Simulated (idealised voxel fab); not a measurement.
Process module in this document: voxel self aligned vias
The cross-section on display is named cut; it measures 265 nm wide, and its cells are 5 nm squares.
We lay out every cross-section as a grid of square cells and spell it out in bands from the top down, where one band means one or more rows of cells.
Top height, bottom height, nm. Materials left to right, width each, nm. Single material + "full width" = fills band edge to edge. "empty" = empty.
Where do heights start? At 0: under that level the wafer as delivered is made of one material only. And the lowest band has no floor; it just carries on downward, as in "z 0 and below".
The notation "30->40" denotes a width that varies across the rows of cells in the band, beginning at the first number in the top row, finishing at the second number in the bottom row, and changing by an identical amount from each row to the next.
"all unchanged" for a step: no cell of the cross-section changed in that step.
Voids not open to the top, 8 cells minimum: see "Voids, fully enclosed". Written width x height at distance; distance is from the left edge; nm.
after a step's settings: what the simulator itself notes on the step
If you see "overlay nm" on a step's line and that step has a mask, it's telling you how far right of where it was planned the mask ended up; a negative number means it went left instead.
-- Listed below are the process steps as planned
step 1: op RECEIVE | material Si
step 2: op CONFORMAL_DEP | material SiO2 | thk nm 15
step 3: op CONFORMAL_DEP | material SiCN | thk nm 5
step 4: op DIRECTIONAL_DEP | material SiO2 | thk nm 30
step 5: op MASKED_ETCH | tone open | mask id LINES | width nm 25 | pitch nm 70 | etch materials SiO2 | depth nm 30 | overlay nm 0
step 6: op CONFORMAL_DEP | material TiN | thk nm 5
step 7: op FILL_DEP | material W | thk nm 10
step 8: op CMP | height nm 50
step 9: op SELECTIVE_ETCH | etch materials W Ru TiN | depth nm 10
step 10: op FILL_DEP | material SiN | thk nm 10
step 11: op CMP | height nm 50
step 12: op DIRECTIONAL_DEP | material SiO2 | thk nm 15
step 13: op DIRECTIONAL_DEP | material aC | thk nm 10
step 14: op PATTERN | tone open | mask id VIAS | material resist | width nm 45 | pitch nm 70 | thk nm 25 | overlay nm 0
step 15: op DIRECTIONAL_ETCH | etch materials aC | depth nm 10
step 16: op STRIP | etch materials resist
step 17: op DIRECTIONAL_ETCH | etch materials SiO2 | depth nm 15
step 18: op DIRECTIONAL_ETCH | etch materials SiN | depth nm 10
step 19: op STRIP | etch materials aC
step 20: op CONFORMAL_DEP | material TiN | thk nm 5
step 21: op FILL_DEP | material W | thk nm 10
step 22: op CMP | height nm 65
step 23: op CONFORMAL_DEP | material SiCN | thk nm 5
-- Account of the first of two wafers, which was processed as intended
-- Delivered wafer in cross-section: state after step 1
* z 0 and below = Si full width
* Voids, fully enclosed: none
-- After step 2: wafer cross-section
* z 15 to 0 = SiO2 full width
* Lower than 0, everything is as it was.
-- After step 3: wafer cross-section
* z 20 to 15 = SiCN full width
* Lower than 15, everything is as it was.
-- After step 4: wafer cross-section
* z 50 to 20 = SiO2 full width
* Lower than 20, everything is as it was.
-- After step 5: wafer cross-section
* z 50 to 20 = SiO2 50 nm / empty 25 nm / SiO2 45 nm / empty 25 nm / SiO2 45 nm / empty 25 nm / SiO2 50 nm
* Lower than 20, everything is as it was.
-- After step 6: wafer cross-section
* z 55 to 50 = TiN 55 nm / empty 15 nm / TiN 55 nm / empty 15 nm / TiN 55 nm / empty 15 nm / TiN 55 nm
* z 50 to 25 = SiO2 50 nm / TiN 5 nm / empty 15 nm / TiN 5 nm / SiO2 45 nm / TiN 5 nm / empty 15 nm / TiN 5 nm / SiO2 45 nm / TiN 5 nm / empty 15 nm / TiN 5 nm / SiO2 50 nm
* z 25 to 20 = SiO2 50 nm / TiN 25 nm / SiO2 45 nm / TiN 25 nm / SiO2 45 nm / TiN 25 nm / SiO2 50 nm
* Lower than 20, everything is as it was.
-- After step 7: wafer cross-section
* z 65 to 55 = W full width
* z 55 to 50 = TiN 55 nm / W 15 nm / TiN 55 nm / W 15 nm / TiN 55 nm / W 15 nm / TiN 55 nm
* z 50 to 25 = SiO2 50 nm / TiN 5 nm / W 15 nm / TiN 5 nm / SiO2 45 nm / TiN 5 nm / W 15 nm / TiN 5 nm / SiO2 45 nm / TiN 5 nm / W 15 nm / TiN 5 nm / SiO2 50 nm
* Lower than 25, everything is as it was.
-- After step 8: wafer cross-section
* z 50 to 25 = SiO2 50 nm / TiN 5 nm / W 15 nm / TiN 5 nm / SiO2 45 nm / TiN 5 nm / W 15 nm / TiN 5 nm / SiO2 45 nm / TiN 5 nm / W 15 nm / TiN 5 nm / SiO2 50 nm
* Lower than 25, everything is as it was.
-- After step 9: wafer cross-section
* z 50 to 40 = SiO2 50 nm / empty 25 nm / SiO2 45 nm / empty 25 nm / SiO2 45 nm / empty 25 nm / SiO2 50 nm
* Lower than 40, everything is as it was.
-- After step 10: wafer cross-section
* z 60 to 50 = SiN full width
* z 50 to 40 = SiO2 50 nm / SiN 25 nm / SiO2 45 nm / SiN 25 nm / SiO2 45 nm / SiN 25 nm / SiO2 50 nm
* Lower than 40, everything is as it was.
-- After step 11: wafer cross-section
* z 50 to 40 = SiO2 50 nm / SiN 25 nm / SiO2 45 nm / SiN 25 nm / SiO2 45 nm / SiN 25 nm / SiO2 50 nm
* Lower than 40, everything is as it was.
-- After step 12: wafer cross-section
* z 65 to 50 = SiO2 full width
* Lower than 50, everything is as it was.
-- After step 13: wafer cross-section
* z 75 to 65 = aC full width
* Lower than 65, everything is as it was.
-- After step 14: wafer cross-section
* z 100 to 75 = resist 40 nm / empty 45 nm / resist 25 nm / empty 45 nm / resist 25 nm / empty 45 nm / resist 40 nm
* Lower than 75, everything is as it was.
-- After step 15: wafer cross-section
* z 90 to 75 = resist 40 nm / empty 45 nm / resist 25 nm / empty 45 nm / resist 25 nm / empty 45 nm / resist 40 nm
* z 75 to 65 = aC 40 nm / empty 45 nm / aC 25 nm / empty 45 nm / aC 25 nm / empty 45 nm / aC 40 nm
* Lower than 65, everything is as it was.
-- After step 16: wafer cross-section
* z 75 to 65 = aC 40 nm / empty 45 nm / aC 25 nm / empty 45 nm / aC 25 nm / empty 45 nm / aC 40 nm
* Lower than 65, everything is as it was.
-- After step 17: wafer cross-section
* z 75 to 65 = aC 40 nm / empty 45 nm / aC 25 nm / empty 45 nm / aC 25 nm / empty 45 nm / aC 40 nm
* z 65 to 50 = SiO2 40 nm / empty 45 nm / SiO2 25 nm / empty 45 nm / SiO2 25 nm / empty 45 nm / SiO2 40 nm
* Lower than 50, everything is as it was.
-- After step 18: wafer cross-section
* z 75 to 65 = aC 40 nm / empty 45 nm / aC 25 nm / empty 45 nm / aC 25 nm / empty 45 nm / aC 40 nm
* z 65 to 50 = SiO2 40 nm / empty 45 nm / SiO2 25 nm / empty 45 nm / SiO2 25 nm / empty 45 nm / SiO2 40 nm
* z 50 to 40 = SiO2 50 nm / empty 25 nm / SiO2 45 nm / empty 25 nm / SiO2 45 nm / empty 25 nm / SiO2 50 nm
* Lower than 40, everything is as it was.
-- After step 19: wafer cross-section
* z 65 to 50 = SiO2 40 nm / empty 45 nm / SiO2 25 nm / empty 45 nm / SiO2 25 nm / empty 45 nm / SiO2 40 nm
* Lower than 50, everything is as it was.
-- After step 20: wafer cross-section
* z 70 to 65 = TiN 45 nm / empty 35 nm / TiN 35 nm / empty 35 nm / TiN 35 nm / empty 35 nm / TiN 45 nm
* z 65 to 55 = SiO2 40 nm / TiN 5 nm / empty 35 nm / TiN 5 nm / SiO2 25 nm / TiN 5 nm / empty 35 nm / TiN 5 nm / SiO2 25 nm / TiN 5 nm / empty 35 nm / TiN 5 nm / SiO2 40 nm
* z 55 to 45 = SiO2 40->50 nm / TiN 15->5 nm / empty 15 nm / TiN 15->5 nm / SiO2 25->45 nm / TiN 15->5 nm / empty 15 nm / TiN 15->5 nm / SiO2 25->45 nm / TiN 15->5 nm / empty 15 nm / TiN 15->5 nm / SiO2 40->50 nm
* z 45 to 40 = SiO2 50 nm / TiN 25 nm / SiO2 45 nm / TiN 25 nm / SiO2 45 nm / TiN 25 nm / SiO2 50 nm
* Lower than 40, everything is as it was.
-- After step 21: wafer cross-section
* z 80 to 70 = W full width
* z 70 to 65 = TiN 45 nm / W 35 nm / TiN 35 nm / W 35 nm / TiN 35 nm / W 35 nm / TiN 45 nm
* z 65 to 55 = SiO2 40 nm / TiN 5 nm / W 35 nm / TiN 5 nm / SiO2 25 nm / TiN 5 nm / W 35 nm / TiN 5 nm / SiO2 25 nm / TiN 5 nm / W 35 nm / TiN 5 nm / SiO2 40 nm
* z 55 to 45 = SiO2 40->50 nm / TiN 15->5 nm / W 15 nm / TiN 15->5 nm / SiO2 25->45 nm / TiN 15->5 nm / W 15 nm / TiN 15->5 nm / SiO2 25->45 nm / TiN 15->5 nm / W 15 nm / TiN 15->5 nm / SiO2 40->50 nm
* Lower than 45, everything is as it was.
-- After step 22: wafer cross-section
* z 65 to 55 = SiO2 40 nm / TiN 5 nm / W 35 nm / TiN 5 nm / SiO2 25 nm / TiN 5 nm / W 35 nm / TiN 5 nm / SiO2 25 nm / TiN 5 nm / W 35 nm / TiN 5 nm / SiO2 40 nm
* Lower than 55, everything is as it was.
-- After step 23: wafer cross-section
* z 70 to 65 = SiCN full width
* Lower than 65, everything is as it was.
-- For the second wafer, take the first wafer's start and plan, then add one mistake made in running it; everything through step 13, that step included, is shared with the first
-- X-section, second wafer, when step 14 was due to finish
* z 100 to 75 = empty 40 nm / resist 45 nm / empty 25 nm / resist 45 nm / empty 25 nm / resist 45 nm / empty 40 nm
* Lower than 75, everything is as it was.
-- X-section, second wafer, when step 15 was due to finish
* z 90 to 75 = empty 40 nm / resist 45 nm / empty 25 nm / resist 45 nm / empty 25 nm / resist 45 nm / empty 40 nm
* z 75 to 65 = empty 40 nm / aC 45 nm / empty 25 nm / aC 45 nm / empty 25 nm / aC 45 nm / empty 40 nm
* Lower than 65, everything is as it was.
-- X-section, second wafer, when step 16 was due to finish
* z 75 to 65 = empty 40 nm / aC 45 nm / empty 25 nm / aC 45 nm / empty 25 nm / aC 45 nm / empty 40 nm
* Lower than 65, everything is as it was.
-- X-section, second wafer, when step 17 was due to finish
* z 75 to 65 = empty 40 nm / aC 45 nm / empty 25 nm / aC 45 nm / empty 25 nm / aC 45 nm / empty 40 nm
* z 65 to 50 = empty 40 nm / SiO2 45 nm / empty 25 nm / SiO2 45 nm / empty 25 nm / SiO2 45 nm / empty 40 nm
* Lower than 50, everything is as it was.
X-section, second wafer, when step 18 was due to finish: all unchanged
-- X-section, second wafer, when step 19 was due to finish
* z 65 to 50 = empty 40 nm / SiO2 45 nm / empty 25 nm / SiO2 45 nm / empty 25 nm / SiO2 45 nm / empty 40 nm
* Lower than 50, everything is as it was.
-- X-section, second wafer, when step 20 was due to finish
* z 70 to 65 = empty 35 nm / TiN 55 nm / empty 15 nm / TiN 55 nm / empty 15 nm / TiN 55 nm / empty 35 nm
* z 65 to 55 = empty 35 nm / TiN 5 nm / SiO2 45 nm / TiN 5 nm / empty 15 nm / TiN 5 nm / SiO2 45 nm / TiN 5 nm / empty 15 nm / TiN 5 nm / SiO2 45 nm / TiN 5 nm / empty 35 nm
* z 55 to 50 = TiN 40 nm / SiO2 45 nm / TiN 25 nm / SiO2 45 nm / TiN 25 nm / SiO2 45 nm / TiN 40 nm
* Lower than 50, everything is as it was.
-- X-section, second wafer, when step 21 was due to finish
* z 80 to 70 = W full width
* z 70 to 65 = W 35 nm / TiN 55 nm / W 15 nm / TiN 55 nm / W 15 nm / TiN 55 nm / W 35 nm
* z 65 to 55 = W 35 nm / TiN 5 nm / SiO2 45 nm / TiN 5 nm / W 15 nm / TiN 5 nm / SiO2 45 nm / TiN 5 nm / W 15 nm / TiN 5 nm / SiO2 45 nm / TiN 5 nm / W 35 nm
* Lower than 55, everything is as it was.
-- X-section, second wafer, when step 22 was due to finish
* z 65 to 55 = W 35 nm / TiN 5 nm / SiO2 45 nm / TiN 5 nm / W 15 nm / TiN 5 nm / SiO2 45 nm / TiN 5 nm / W 15 nm / TiN 5 nm / SiO2 45 nm / TiN 5 nm / W 35 nm
* Lower than 55, everything is as it was.
-- X-section, second wafer, when step 23 was due to finish
* z 70 to 65 = SiCN full width
* Lower than 65, everything is as it was.
Where did the run depart from the plan? it should be noted that step 14 was executed with settings other than those planned, the operation and settings actually applied being op PATTERN | tone cover | mask id VIAS | material resist | width nm 45 | pitch nm 70 | thk nm 25 | overlay nm 0
Bottom line after processing is that, in cells, the second wafer is up or down on some materials versus the first: +30 SiN | +3 SiO2 | -13 TiN | -20 W
